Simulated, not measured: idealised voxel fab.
process module | voxel capacitor over wiring
cross-section cut | 300 nm wide | cells 5 nm
A cross-section is a grid of square cells, given in bands from the top down. A band is one or more rows of cells.
Each band's line starts with the height of the band's top and of its bottom, in nm. Then come its materials from left to right, each with its width in nm. One material with "throughout" fills the band from edge to edge. "air" is empty space.
Height 0 is the level under which the wafer as received is all one material. The lowest band goes on downwards, as in "0 down".
A width such as "30 to 40" changes by the same amount from each row of cells to the next, from the band's top row to its bottom row.
"no change" after a step means that no cell of the cross-section changed.
closed voids: empty space of 8 cells or more with no open way to the top, each as width x height at its distance from the left edge, in nm
after a step's settings: what the simulator itself notes on the step
overlay nm, on a step with a mask: how far to the right of its planned place the mask lay; to the left if negative
plan
1 op RECEIVE | material Si
2 op CONFORMAL_DEP | material SiO2 | thk nm 10
3 op CONFORMAL_DEP | material SiN | thk nm 5
4 op DIRECTIONAL_DEP | material SiO2 | thk nm 20
5 op DIRECTIONAL_DEP | material aC | thk nm 10
6 op PATTERN | tone open | mask id METAL_1 | material resist | width nm 20 | pitch nm 75 | thk nm 30 | overlay nm 0
7 op DIRECTIONAL_ETCH | etch materials aC | depth nm 10
8 op STRIP | etch materials resist
9 op DIRECTIONAL_ETCH | etch materials SiO2 | depth nm 20
10 op DIRECTIONAL_ETCH | etch materials SiN | depth nm 5
11 op STRIP | etch materials aC
12 op CONFORMAL_DEP | material TiN | thk nm 5
13 op FILL_DEP | material Cu | thk nm 10
14 op CMP | height nm 35
15 op CONFORMAL_DEP | material SiCN | thk nm 5
16 op DIRECTIONAL_DEP | material lowk | thk nm 10
17 op DIRECTIONAL_DEP | material aC | thk nm 10
18 op PATTERN | tone open | mask id PLUG_1 | material resist | width nm 15 | thk nm 30 | overlay nm 0
19 op DIRECTIONAL_ETCH | etch materials aC | depth nm 10
20 op STRIP | etch materials resist
21 op DIRECTIONAL_ETCH | etch materials lowk | depth nm 10
22 op DIRECTIONAL_ETCH | etch materials SiCN | depth nm 5
23 op STRIP | etch materials aC
24 op CONFORMAL_DEP | material TiN | thk nm 5
25 op FILL_DEP | material W | thk nm 10
26 op CMP | height nm 50
27 op DIRECTIONAL_DEP | material TiN | thk nm 10
28 op DIRECTIONAL_DEP | material Al2O3 | thk nm 5
29 op DIRECTIONAL_DEP | material TiN | thk nm 10
30 op MASKED_ETCH | tone cover | mask id UPPER_PLATE | width nm 60 | etch materials TiN | depth nm 10 | overlay nm 0
31 op MASKED_ETCH | tone cover | mask id UPPER_PLATE | width nm 60 | etch materials Al2O3 | depth nm 5 | overlay nm 0
32 op MASKED_ETCH | tone cover | mask id LOWER_PLATE | width nm 70 | etch materials TiN | depth nm 10 | overlay nm 0
33 op FILL_DEP | material SiO2 | thk nm 15
34 op CMP | height nm 85
35 op MASKED_ETCH | tone open | mask id PLUG_2 | width nm 15 | etch materials SiO2 | depth nm 10 | overlay nm 0
36 op CONFORMAL_DEP | material TiN | thk nm 5
37 op FILL_DEP | material Cu | thk nm 10
38 op CMP | height nm 85
39 op CONFORMAL_DEP | material SiN | thk nm 5
first wafer, as planned
as received, after step 1
  0 down: Si throughout
  closed voids: none
after step 2
  10 to 0: SiO2 throughout
  below 0: unchanged
after step 3
  15 to 10: SiN throughout
  below 10: unchanged
after step 4
  35 to 15: SiO2 throughout
  below 15: unchanged
after step 5
  45 to 35: aC throughout
  below 35: unchanged
after step 6
  75 to 45: resist 100 | air 20 | resist 55 | air 20 | resist 105
  below 45: unchanged
after step 7
  65 to 45: resist 100 | air 20 | resist 55 | air 20 | resist 105
  45 to 35: aC 100 | air 20 | aC 55 | air 20 | aC 105
  below 35: unchanged
after step 8
  45 to 35: aC 100 | air 20 | aC 55 | air 20 | aC 105
  below 35: unchanged
after step 9
  45 to 35: aC 100 | air 20 | aC 55 | air 20 | aC 105
  35 to 15: SiO2 100 | air 20 | SiO2 55 | air 20 | SiO2 105
  below 15: unchanged
after step 10
  45 to 35: aC 100 | air 20 | aC 55 | air 20 | aC 105
  35 to 15: SiO2 100 | air 20 | SiO2 55 | air 20 | SiO2 105
  15 to 10: SiN 100 | air 20 | SiN 55 | air 20 | SiN 105
  below 10: unchanged
after step 11
  35 to 15: SiO2 100 | air 20 | SiO2 55 | air 20 | SiO2 105
  below 15: unchanged
after step 12
  40 to 35: TiN 105 | air 10 | TiN 65 | air 10 | TiN 110
  35 to 15: SiO2 100 | TiN 5 | air 10 | TiN 5 | SiO2 55 | TiN 5 | air 10 | TiN 5 | SiO2 105
  15 to 10: SiN 100 | TiN 20 | SiN 55 | TiN 20 | SiN 105
  below 10: unchanged
after step 13
  50 to 40: Cu throughout
  40 to 35: TiN 105 | Cu 10 | TiN 65 | Cu 10 | TiN 110
  35 to 15: SiO2 100 | TiN 5 | Cu 10 | TiN 5 | SiO2 55 | TiN 5 | Cu 10 | TiN 5 | SiO2 105
  below 15: unchanged
after step 14
  35 to 15: SiO2 100 | TiN 5 | Cu 10 | TiN 5 | SiO2 55 | TiN 5 | Cu 10 | TiN 5 | SiO2 105
  below 15: unchanged
after step 15
  40 to 35: SiCN throughout
  below 35: unchanged
after step 16
  50 to 40: lowk throughout
  below 40: unchanged
after step 17
  60 to 50: aC throughout
  below 50: unchanged
after step 18
  90 to 60: resist 105 | air 15 | resist 180
  below 60: unchanged
after step 19
  80 to 60: resist 105 | air 15 | resist 180
  60 to 50: aC 105 | air 15 | aC 180
  below 50: unchanged
after step 20
  60 to 50: aC 105 | air 15 | aC 180
  below 50: unchanged
after step 21
  60 to 50: aC 105 | air 15 | aC 180
  50 to 40: lowk 105 | air 15 | lowk 180
  below 40: unchanged
after step 22
  60 to 50: aC 105 | air 15 | aC 180
  50 to 40: lowk 105 | air 15 | lowk 180
  40 to 35: SiCN 105 | air 15 | SiCN 180
  below 35: unchanged
after step 23
  50 to 40: lowk 105 | air 15 | lowk 180
  below 40: unchanged
after step 24
  55 to 50: TiN 110 | air 5 | TiN 185
  50 to 40: lowk 105 | TiN 5 | air 5 | TiN 5 | lowk 180
  40 to 35: SiCN 105 | TiN 15 | SiCN 180
  below 35: unchanged
after step 25
  65 to 55: W throughout
  55 to 50: TiN 110 | W 5 | TiN 185
  50 to 40: lowk 105 | TiN 5 | W 5 | TiN 5 | lowk 180
  below 40: unchanged
after step 26
  50 to 40: lowk 105 | TiN 5 | W 5 | TiN 5 | lowk 180
  below 40: unchanged
after step 27
  60 to 50: TiN throughout
  below 50: unchanged
after step 28
  65 to 60: Al2O3 throughout
  below 60: unchanged
after step 29
  75 to 65: TiN throughout
  below 65: unchanged
after step 30
  75 to 65: air 105 | TiN 60 | air 135
  below 65: unchanged
after step 31
  75 to 65: air 105 | TiN 60 | air 135
  65 to 60: air 105 | Al2O3 60 | air 135
  below 60: unchanged
after step 32
  75 to 65: air 105 | TiN 60 | air 135
  65 to 60: air 105 | Al2O3 60 | air 135
  60 to 50: air 100 | TiN 70 | air 130
  below 50: unchanged
after step 33
  90 to 75: SiO2 throughout
  75 to 65: SiO2 105 | TiN 60 | SiO2 135
  65 to 60: SiO2 105 | Al2O3 60 | SiO2 135
  60 to 50: SiO2 100 | TiN 70 | SiO2 130
  below 50: unchanged
after step 34
  85 to 75: SiO2 throughout
  below 75: unchanged
after step 35
  85 to 75: SiO2 115 | air 15 | SiO2 170
  below 75: unchanged
after step 36
  90 to 85: TiN 120 | air 5 | TiN 175
  85 to 80: SiO2 115 | TiN 5 | air 5 | TiN 5 | SiO2 170
  80 to 75: SiO2 115 | TiN 15 | SiO2 170
  below 75: unchanged
after step 37
  100 to 90: Cu throughout
  90 to 85: TiN 120 | Cu 5 | TiN 175
  85 to 80: SiO2 115 | TiN 5 | Cu 5 | TiN 5 | SiO2 170
  below 80: unchanged
after step 38
  85 to 80: SiO2 115 | TiN 5 | Cu 5 | TiN 5 | SiO2 170
  below 80: unchanged
after step 39
  90 to 85: SiN throughout
  below 85: unchanged
second wafer: like start, like plan, one mistake. Through step 14 it matches the first wafer
when step 15 should have ended
  45 to 35: lowk throughout
  below 35: unchanged
when step 16 should have ended
  50 to 45: SiCN throughout
  below 45: unchanged
when step 17 should have ended
  60 to 50: aC throughout
  below 50: unchanged
when step 18 should have ended
  90 to 60: resist 105 | air 15 | resist 180
  below 60: unchanged
when step 19 should have ended
  80 to 60: resist 105 | air 15 | resist 180
  60 to 50: aC 105 | air 15 | aC 180
  below 50: unchanged
when step 20 should have ended
  60 to 50: aC 105 | air 15 | aC 180
  below 50: unchanged
when step 21 should have ended: no change
when step 22 should have ended
  60 to 50: aC 105 | air 15 | aC 180
  50 to 45: SiCN 105 | air 15 | SiCN 180
  below 45: unchanged
when step 23 should have ended
  50 to 45: SiCN 105 | air 15 | SiCN 180
  below 45: unchanged
when step 24 should have ended
  55 to 50: TiN 110 | air 5 | TiN 185
  50 to 45: SiCN 105 | TiN 15 | SiCN 180
  below 45: unchanged
when step 25 should have ended
  65 to 55: W throughout
  55 to 50: TiN 110 | W 5 | TiN 185
  below 50: unchanged
when step 26 should have ended
  50 to 45: SiCN 105 | TiN 15 | SiCN 180
  below 45: unchanged
when step 27 should have ended
  60 to 50: TiN throughout
  below 50: unchanged
when step 28 should have ended
  65 to 60: Al2O3 throughout
  below 60: unchanged
when step 29 should have ended
  75 to 65: TiN throughout
  below 65: unchanged
when step 30 should have ended
  75 to 65: air 105 | TiN 60 | air 135
  below 65: unchanged
when step 31 should have ended
  75 to 65: air 105 | TiN 60 | air 135
  65 to 60: air 105 | Al2O3 60 | air 135
  below 60: unchanged
when step 32 should have ended
  75 to 65: air 105 | TiN 60 | air 135
  65 to 60: air 105 | Al2O3 60 | air 135
  60 to 50: air 100 | TiN 70 | air 130
  below 50: unchanged
when step 33 should have ended
  90 to 75: SiO2 throughout
  75 to 65: SiO2 105 | TiN 60 | SiO2 135
  65 to 60: SiO2 105 | Al2O3 60 | SiO2 135
  60 to 50: SiO2 100 | TiN 70 | SiO2 130
  below 50: unchanged
when step 34 should have ended
  85 to 75: SiO2 throughout
  below 75: unchanged
when step 35 should have ended
  85 to 75: SiO2 115 | air 15 | SiO2 170
  below 75: unchanged
when step 36 should have ended
  90 to 85: TiN 120 | air 5 | TiN 175
  85 to 80: SiO2 115 | TiN 5 | air 5 | TiN 5 | SiO2 170
  80 to 75: SiO2 115 | TiN 15 | SiO2 170
  below 75: unchanged
when step 37 should have ended
  100 to 90: Cu throughout
  90 to 85: TiN 120 | Cu 5 | TiN 175
  85 to 80: SiO2 115 | TiN 5 | Cu 5 | TiN 5 | SiO2 170
  below 80: unchanged
when step 38 should have ended
  85 to 80: SiO2 115 | TiN 5 | Cu 5 | TiN 5 | SiO2 170
  below 80: unchanged
when step 39 should have ended
  90 to 85: SiN throughout
  below 85: unchanged
what went wrong: steps 15 and 16 were swapped
at the end the second wafer has, in cells: 4 fewer of TiN | 2 fewer of W | 6 more of lowk
